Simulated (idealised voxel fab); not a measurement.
Process module in this document: voxel wiring stack
The cross-section shown here is cut; it is 210 nm wide and divided into square cells measuring 5 nm on a side.
Heads up, the way a cross-section reads in here is a grid of square cells, handed over as bands from the top down, with every band being one or more rows of cells.
Band: top and bottom heights (nm) first, top before bottom; then materials from left to right, widths in nm. "full width" marks a sole material filling the band edge to edge. "empty" denotes empty space.
Where do heights start? At 0: under that level the wafer as delivered is made of one material only. And the lowest band has no floor; it just carries on downward, as in "0 -> down".
With a width like "30->40", each row of cells in the band differs from the next by the same amount, the top row carrying the first number and the bottom row the second.
No cell of the cross-section changed in a step that is given as "no change occurred".
"Unvented voids" - sealed voids, min. 8 cells, no opening to top; format: width x height at distance (distance from left edge; nm throughout).
after a step's settings: what the simulator itself notes on the step
"overlay nm" answers the question of how far to the right of plan the mask lay on a step that has a mask, and when it is negative the answer is to the left.

**These are the steps we planned for the process**
1 RECEIVE [material Si]
2 CONFORMAL_DEP [material SiO2] [thk nm 10]
3 DIRECTIONAL_DEP [material TiN] [thk nm 5]
4 DIRECTIONAL_DEP [material W] [thk nm 25]
5 DIRECTIONAL_DEP [material aC] [thk nm 15]
6 PATTERN [tone cover] [mask id METAL_1] [material resist] [width nm 20] [pitch nm 45] [thk nm 35] [overlay nm 0]
7 DIRECTIONAL_ETCH [etch materials aC] [depth nm 15]
8 STRIP [etch materials resist]
9 DIRECTIONAL_ETCH [etch materials W] [depth nm 25]
10 DIRECTIONAL_ETCH [etch materials TiN] [depth nm 5]
11 STRIP [etch materials aC]
12 CONFORMAL_DEP [material SiN] [thk nm 5]
13 FILL_DEP [material lowk] [thk nm 5]
14 CMP [height nm 40]
15 CONFORMAL_DEP [material SiCN] [thk nm 5]
16 DIRECTIONAL_DEP [material lowk] [thk nm 15]
17 MASKED_ETCH [tone open] [mask id PLUG_1] [width nm 15] [pitch nm 45] [etch materials lowk] [depth nm 15] [overlay nm 0]
18 MASKED_ETCH [tone open] [mask id PLUG_1] [width nm 15] [pitch nm 45] [etch materials SiCN] [depth nm 5] [overlay nm 0]
19 CONFORMAL_DEP [material TiN] [thk nm 5]
20 FILL_DEP [material Ru] [thk nm 5]
21 CMP [height nm 60]
22 DIRECTIONAL_DEP [material TiN] [thk nm 5]
23 DIRECTIONAL_DEP [material W] [thk nm 20]
24 PATTERN [tone cover] [mask id METAL_2] [material resist] [width nm 20] [pitch nm 45] [thk nm 15] [overlay nm 0]
25 DIRECTIONAL_ETCH [etch materials W] [depth nm 20]
26 DIRECTIONAL_ETCH [etch materials TiN] [depth nm 5]
27 STRIP [etch materials resist]
28 CONFORMAL_DEP [material SiN] [thk nm 5]
29 FILL_DEP [material SiO2] [thk nm 5]
30 CMP [height nm 85]
31 CONFORMAL_DEP [material SiN] [thk nm 5]

**The first of two wafers, run as planned**

**Wafer at receipt (post step 1), cross-section**
    0 -> down = Si full width
    Unvented voids: none

**Cross-section of the wafer subsequent to step 2**
    10 -> 0 = SiO2 full width
    Everything under 0 stays put, no change at all.

**Cross-section of the wafer subsequent to step 3**
    15 -> 10 = TiN full width
    Everything under 10 stays put, no change at all.

**Cross-section of the wafer subsequent to step 4**
    40 -> 15 = W full width
    Everything under 15 stays put, no change at all.

**Cross-section of the wafer subsequent to step 5**
    55 -> 40 = aC full width
    Everything under 40 stays put, no change at all.

**Cross-section of the wafer subsequent to step 6**
    90 -> 55 = 25 of empty  20 of resist  25 of empty  20 of resist  25 of empty  20 of resist  25 of empty  20 of resist  30 of empty
    Everything under 55 stays put, no change at all.

**Cross-section of the wafer subsequent to step 7**
    75 -> 55 = 25 of empty  20 of resist  25 of empty  20 of resist  25 of empty  20 of resist  25 of empty  20 of resist  30 of empty
    55 -> 40 = 25 of empty  20 of aC  25 of empty  20 of aC  25 of empty  20 of aC  25 of empty  20 of aC  30 of empty
    Everything under 40 stays put, no change at all.

**Cross-section of the wafer subsequent to step 8**
    55 -> 40 = 25 of empty  20 of aC  25 of empty  20 of aC  25 of empty  20 of aC  25 of empty  20 of aC  30 of empty
    Everything under 40 stays put, no change at all.

**Cross-section of the wafer subsequent to step 9**
    55 -> 40 = 25 of empty  20 of aC  25 of empty  20 of aC  25 of empty  20 of aC  25 of empty  20 of aC  30 of empty
    40 -> 15 = 25 of empty  20 of W  25 of empty  20 of W  25 of empty  20 of W  25 of empty  20 of W  30 of empty
    Everything under 15 stays put, no change at all.

**Cross-section of the wafer subsequent to step 10**
    55 -> 40 = 25 of empty  20 of aC  25 of empty  20 of aC  25 of empty  20 of aC  25 of empty  20 of aC  30 of empty
    40 -> 15 = 25 of empty  20 of W  25 of empty  20 of W  25 of empty  20 of W  25 of empty  20 of W  30 of empty
    15 -> 10 = 25 of empty  20 of TiN  25 of empty  20 of TiN  25 of empty  20 of TiN  25 of empty  20 of TiN  30 of empty
    Everything under 10 stays put, no change at all.

**Cross-section of the wafer subsequent to step 11**
    40 -> 15 = 25 of empty  20 of W  25 of empty  20 of W  25 of empty  20 of W  25 of empty  20 of W  30 of empty
    Everything under 15 stays put, no change at all.

**Cross-section of the wafer subsequent to step 12**
    45 -> 40 = 20 of empty  30 of SiN  15 of empty  30 of SiN  15 of empty  30 of SiN  15 of empty  30 of SiN  25 of empty
    40 -> 15 = 20 of empty  5 of SiN  20 of W  5 of SiN  15 of empty  5 of SiN  20 of W  5 of SiN  15 of empty  5 of SiN  20 of W  5 of SiN  15 of empty  5 of SiN  20 of W  5 of SiN  25 of empty
    15 -> 10 = 25 of SiN  20 of TiN  25 of SiN  20 of TiN  25 of SiN  20 of TiN  25 of SiN  20 of TiN  30 of SiN
    Everything under 10 stays put, no change at all.

**Cross-section of the wafer subsequent to step 13**
    50 -> 45 = lowk full width
    45 -> 40 = 20 of lowk  30 of SiN  15 of lowk  30 of SiN  15 of lowk  30 of SiN  15 of lowk  30 of SiN  25 of lowk
    40 -> 15 = 20 of lowk  5 of SiN  20 of W  5 of SiN  15 of lowk  5 of SiN  20 of W  5 of SiN  15 of lowk  5 of SiN  20 of W  5 of SiN  15 of lowk  5 of SiN  20 of W  5 of SiN  25 of lowk
    Everything under 15 stays put, no change at all.

**Cross-section of the wafer subsequent to step 14**
    40 -> 15 = 20 of lowk  5 of SiN  20 of W  5 of SiN  15 of lowk  5 of SiN  20 of W  5 of SiN  15 of lowk  5 of SiN  20 of W  5 of SiN  15 of lowk  5 of SiN  20 of W  5 of SiN  25 of lowk
    Everything under 15 stays put, no change at all.

**Cross-section of the wafer subsequent to step 15**
    45 -> 40 = SiCN full width
    Everything under 40 stays put, no change at all.

**Cross-section of the wafer subsequent to step 16**
    60 -> 45 = lowk full width
    Everything under 45 stays put, no change at all.

**Cross-section of the wafer subsequent to step 17**
    60 -> 45 = 25 of lowk  15 of empty  30 of lowk  15 of empty  30 of lowk  15 of empty  30 of lowk  15 of empty  35 of lowk
    Everything under 45 stays put, no change at all.

**Cross-section of the wafer subsequent to step 18**
    60 -> 45 = 25 of lowk  15 of empty  30 of lowk  15 of empty  30 of lowk  15 of empty  30 of lowk  15 of empty  35 of lowk
    45 -> 40 = 25 of SiCN  15 of empty  30 of SiCN  15 of empty  30 of SiCN  15 of empty  30 of SiCN  15 of empty  35 of SiCN
    Everything under 40 stays put, no change at all.

**Cross-section of the wafer subsequent to step 19**
    65 -> 60 = 30 of TiN  5 of empty  40 of TiN  5 of empty  40 of TiN  5 of empty  40 of TiN  5 of empty  40 of TiN
    60 -> 45 = 25 of lowk  5 of TiN  5 of empty  5 of TiN  30 of lowk  5 of TiN  5 of empty  5 of TiN  30 of lowk  5 of TiN  5 of empty  5 of TiN  30 of lowk  5 of TiN  5 of empty  5 of TiN  35 of lowk
    45 -> 40 = 25 of SiCN  15 of TiN  30 of SiCN  15 of TiN  30 of SiCN  15 of TiN  30 of SiCN  15 of TiN  35 of SiCN
    Everything under 40 stays put, no change at all.

**Cross-section of the wafer subsequent to step 20**
    70 -> 65 = Ru full width
    65 -> 60 = 30 of TiN  5 of Ru  40 of TiN  5 of Ru  40 of TiN  5 of Ru  40 of TiN  5 of Ru  40 of TiN
    60 -> 45 = 25 of lowk  5 of TiN  5 of Ru  5 of TiN  30 of lowk  5 of TiN  5 of Ru  5 of TiN  30 of lowk  5 of TiN  5 of Ru  5 of TiN  30 of lowk  5 of TiN  5 of Ru  5 of TiN  35 of lowk
    Everything under 45 stays put, no change at all.

**Cross-section of the wafer subsequent to step 21**
    60 -> 45 = 25 of lowk  5 of TiN  5 of Ru  5 of TiN  30 of lowk  5 of TiN  5 of Ru  5 of TiN  30 of lowk  5 of TiN  5 of Ru  5 of TiN  30 of lowk  5 of TiN  5 of Ru  5 of TiN  35 of lowk
    Everything under 45 stays put, no change at all.

**Cross-section of the wafer subsequent to step 22**
    65 -> 60 = TiN full width
    Everything under 60 stays put, no change at all.

**Cross-section of the wafer subsequent to step 23**
    85 -> 65 = W full width
    Everything under 65 stays put, no change at all.

**Cross-section of the wafer subsequent to step 24**
    100 -> 85 = 25 of empty  20 of resist  25 of empty  20 of resist  25 of empty  20 of resist  25 of empty  20 of resist  30 of empty
    Everything under 85 stays put, no change at all.

**Cross-section of the wafer subsequent to step 25**
    100 -> 85 = 25 of empty  20 of resist  25 of empty  20 of resist  25 of empty  20 of resist  25 of empty  20 of resist  30 of empty
    85 -> 65 = 25 of empty  20 of W  25 of empty  20 of W  25 of empty  20 of W  25 of empty  20 of W  30 of empty
    Everything under 65 stays put, no change at all.

**Cross-section of the wafer subsequent to step 26**
    100 -> 85 = 25 of empty  20 of resist  25 of empty  20 of resist  25 of empty  20 of resist  25 of empty  20 of resist  30 of empty
    85 -> 65 = 25 of empty  20 of W  25 of empty  20 of W  25 of empty  20 of W  25 of empty  20 of W  30 of empty
    65 -> 60 = 25 of empty  20 of TiN  25 of empty  20 of TiN  25 of empty  20 of TiN  25 of empty  20 of TiN  30 of empty
    Everything under 60 stays put, no change at all.

**Cross-section of the wafer subsequent to step 27**
    85 -> 65 = 25 of empty  20 of W  25 of empty  20 of W  25 of empty  20 of W  25 of empty  20 of W  30 of empty
    Everything under 65 stays put, no change at all.

**Cross-section of the wafer subsequent to step 28**
    90 -> 85 = 20 of empty  30 of SiN  15 of empty  30 of SiN  15 of empty  30 of SiN  15 of empty  30 of SiN  25 of empty
    85 -> 65 = 20 of empty  5 of SiN  20 of W  5 of SiN  15 of empty  5 of SiN  20 of W  5 of SiN  15 of empty  5 of SiN  20 of W  5 of SiN  15 of empty  5 of SiN  20 of W  5 of SiN  25 of empty
    65 -> 60 = 25 of SiN  20 of TiN  25 of SiN  20 of TiN  25 of SiN  20 of TiN  25 of SiN  20 of TiN  30 of SiN
    Everything under 60 stays put, no change at all.

**Cross-section of the wafer subsequent to step 29**
    95 -> 90 = SiO2 full width
    90 -> 85 = 20 of SiO2  30 of SiN  15 of SiO2  30 of SiN  15 of SiO2  30 of SiN  15 of SiO2  30 of SiN  25 of SiO2
    85 -> 65 = 20 of SiO2  5 of SiN  20 of W  5 of SiN  15 of SiO2  5 of SiN  20 of W  5 of SiN  15 of SiO2  5 of SiN  20 of W  5 of SiN  15 of SiO2  5 of SiN  20 of W  5 of SiN  25 of SiO2
    Everything under 65 stays put, no change at all.

**Cross-section of the wafer subsequent to step 30**
    85 -> 65 = 20 of SiO2  5 of SiN  20 of W  5 of SiN  15 of SiO2  5 of SiN  20 of W  5 of SiN  15 of SiO2  5 of SiN  20 of W  5 of SiN  15 of SiO2  5 of SiN  20 of W  5 of SiN  25 of SiO2
    Everything under 65 stays put, no change at all.

**Cross-section of the wafer subsequent to step 31**
    90 -> 85 = SiN full width
    Everything under 85 stays put, no change at all.

**For the second wafer, take the first wafer's start and plan, then add one mistake made in running it; everything through step 24, that step included, is shared with the first**

**At the planned end of step 25, the second wafer in cross-section**
    100 -> 85 = 25 of empty  20 of resist  25 of empty  20 of resist  25 of empty  20 of resist  25 of empty  20 of resist  30 of empty
    85 -> 65 = 25 of empty  20 of W  25 of empty  20 of W  25 of empty  20 of W  25 of empty  20 of W  30 of empty
    Everything under 65 stays put, no change at all.

**At the planned end of step 26, the second wafer in cross-section**
    100 -> 85 = 25 of empty  20 of resist  25 of empty  20 of resist  25 of empty  20 of resist  25 of empty  20 of resist  30 of empty
    85 -> 65 = 25 of empty  20 of W  25 of empty  20 of W  25 of empty  20 of W  25 of empty  20 of W  30 of empty
    65 -> 60 = 25 of empty  20 of TiN  25 of empty  20 of TiN  25 of empty  20 of TiN  25 of empty  20 of TiN  30 of empty
    Everything under 60 stays put, no change at all.

**At the planned end of step 27, the second wafer in cross-section**
    85 -> 65 = 25 of empty  20 of W  25 of empty  20 of W  25 of empty  20 of W  25 of empty  20 of W  30 of empty
    Everything under 65 stays put, no change at all.

**At the planned end of step 28, the second wafer in cross-section**
    90 -> 85 = 20 of empty  30 of SiN  15 of empty  30 of SiN  15 of empty  30 of SiN  15 of empty  30 of SiN  25 of empty
    85 -> 65 = 20 of empty  5 of SiN  20 of W  5 of SiN  15 of empty  5 of SiN  20 of W  5 of SiN  15 of empty  5 of SiN  20 of W  5 of SiN  15 of empty  5 of SiN  20 of W  5 of SiN  25 of empty
    65 -> 60 = 25 of SiN  20 of TiN  25 of SiN  20 of TiN  25 of SiN  20 of TiN  25 of SiN  20 of TiN  30 of SiN
    Everything under 60 stays put, no change at all.

**At the planned end of step 29, the second wafer in cross-section**
    95 -> 90 = SiO2 full width
    90 -> 85 = 20 of SiO2  30 of SiN  15 of SiO2  30 of SiN  15 of SiO2  30 of SiN  15 of SiO2  30 of SiN  25 of SiO2
    85 -> 65 = 20 of SiO2  5 of SiN  20 of W  5 of SiN  15 of SiO2  5 of SiN  20 of W  5 of SiN  15 of SiO2  5 of SiN  20 of W  5 of SiN  15 of SiO2  5 of SiN  20 of W  5 of SiN  25 of SiO2
    Everything under 65 stays put, no change at all.

**At the planned end of step 30, the second wafer in cross-section**
    85 -> 65 = 20 of SiO2  5 of SiN  20 of W  5 of SiN  15 of SiO2  5 of SiN  20 of W  5 of SiN  15 of SiO2  5 of SiN  20 of W  5 of SiN  15 of SiO2  5 of SiN  20 of W  5 of SiN  25 of SiO2
    Everything under 65 stays put, no change at all.

**At the planned end of step 31, the second wafer in cross-section**
    90 -> 85 = SiN full width
    Everything under 85 stays put, no change at all.
The mistake made against the process plan was this: the plan had its step 25 run twice
Given identical final cross-sections on the two wafers, the mistake has no effect on any quantity computed by this model.
